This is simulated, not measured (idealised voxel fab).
voxel self aligned vias: a process module
We display cut, a cross-section 195 nm in width whose square cells are each 5 nm.
Cross-section, as written here: a square-cell grid given band by band from the top down, where a band holds one or more rows of cells.
Quick guide to a band line: top height, bottom height (nm) up front; then every material left to right with its width in nm. Only one material and it's marked "edge to edge"? Then it fills the band edge to edge. And "empty" just means empty space.
The reference from which all heights are counted is 0, the level beneath which the as-received wafer is entirely one material; the lowest band, having no lower bound, proceeds downward and is written after the example "0 nm and below".
Note: "30->40" means the width goes from the first number (top row of the band) to the second number (bottom row) in equal steps per row of cells.
"remained the same" for a step: no cell of the cross-section changed in that step.
"Closed void entries": sealed empty spaces, 8 cells or more, no open way to top, listed width x height at distance, with distance from the left edge and width, height and distance in nm.
That trailing text on a step's line, after the settings, is the simulator's own remark on the step.
The line of a step may include "overlay nm". On a step with a mask, this value is how far to the right of its planned place the mask lay. A negative value means the mask lay to the left.

Process steps (planned):
1) RECEIVE (material Si)
2) CONFORMAL_DEP (material SiO2; thk nm 10)
3) CONFORMAL_DEP (material SiCN; thk nm 5)
4) DIRECTIONAL_DEP (material lowk; thk nm 25)
5) PATTERN (tone open; mask id LINES; material resist; width nm 25; pitch nm 65; thk nm 15; overlay nm 0)
6) DIRECTIONAL_ETCH (etch materials lowk; depth nm 25)
7) STRIP (etch materials resist)
8) CONFORMAL_DEP (material TiN; thk nm 5)
9) FILL_DEP (material W; thk nm 5)
10) CMP (height nm 40)
11) SELECTIVE_ETCH (etch materials W Ru TiN; depth nm 5)
12) FILL_DEP (material SiN; thk nm 5)
13) CMP (height nm 40)
14) DIRECTIONAL_DEP (material lowk; thk nm 20)
15) PATTERN (tone open; mask id VIAS; material resist; width nm 35; pitch nm 65; thk nm 15; overlay nm 0)
16) DIRECTIONAL_ETCH (etch materials lowk; depth nm 20)
17) DIRECTIONAL_ETCH (etch materials SiN; depth nm 5)
18) STRIP (etch materials resist)
19) CONFORMAL_DEP (material TiN; thk nm 5)
20) FILL_DEP (material Ru; thk nm 10)
21) CMP (height nm 60)
22) CONFORMAL_DEP (material SiCN; thk nm 5)

Incoming wafer in cross-section (state: after step 1):
- 0 nm and below | Si edge to edge
- Closed void entries: none

Cross-section, end of module. Start: as above. Plan: as above. Execution: one mistake:
- 65 nm to 60 nm | SiCN edge to edge
- 60 nm to 45 nm | Ru=40 | TiN=5 | lowk=35 | TiN=5 | Ru=20 | TiN=5 | lowk=35 | TiN=5 | Ru=45
- 45 nm to 40 nm | TiN=45 | lowk=35 | TiN=30 | lowk=35 | TiN=50
- 40 nm to 35 nm | lowk=50 | SiN=25 | lowk=40 | SiN=25 | lowk=55
- 35 nm to 20 nm | lowk=50 | TiN=5 | W=15 | TiN=5 | lowk=40 | TiN=5 | W=15 | TiN=5 | lowk=55
- 20 nm to 15 nm | lowk=50 | TiN=25 | lowk=40 | TiN=25 | lowk=55
- 15 nm to 10 nm | SiCN edge to edge
- 10 nm to 0 nm | SiO2 edge to edge
- 0 nm and below | Si edge to edge
- Closed void entries: none
What went wrong in running the wafer? step 15 was not run as planned; what actually ran was PATTERN (tone cover; mask id VIAS; material resist; width nm 35; pitch nm 65; thk nm 15; overlay nm 0)
